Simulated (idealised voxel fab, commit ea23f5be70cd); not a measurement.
process module | voxel lift off
cross-section cut | 190 nm wide | cells 5 nm
A cross-section is a grid of square cells, given in bands from the top down. A band is one or more rows of cells.
Each band's line starts with the height of the band's top and of its bottom, in nm. Then come its materials from left to right, each with its width in nm. One material with "throughout" fills the band from edge to edge. "air" is empty space.
Height 0 is the level under which the wafer as received is all one material. The lowest band goes on downwards, as in "0 down".
A width such as "30 to 40" changes by the same amount from each row of cells to the next, from the band's top row to its bottom row.
"no change" after a step means that no cell of the cross-section changed.
closed voids: empty space of 8 cells or more with no open way to the top, each as width x height at its distance from the left edge, in nm
after a step's settings: what the simulator itself notes on the step
overlay nm, on a step with a mask: how far to the right of its planned place the mask lay; to the left if negative
plan
1 op RECEIVE | material Si
2 op CONFORMAL_DEP | material Al2O3 | thk nm 5
3 op PATTERN | tone open | mask id LINES | material resist | width nm 30 | pitch nm 60 | thk nm 20 | overlay nm 0
4 op DIRECTIONAL_DEP | material Ru | thk nm 5
5 op STRIP | etch materials resist
6 op CONFORMAL_DEP | material SiCN | thk nm 10
as received, after step 1
  0 down: Si throughout
  closed voids: none
a wafer at the end: this start, this plan, one mistake
  25 to 20: air 35 | SiCN 120 | air 35
  20 to 10: SiCN throughout
  10 to 5: SiCN 50 | Ru 30 | SiCN 30 | Ru 30 | SiCN 50
  5 to 0: Al2O3 throughout
  0 down: Si throughout
  closed voids: none
what went wrong: step 6 ran as: op CONFORMAL_DEP | material SiCN | thk nm 15
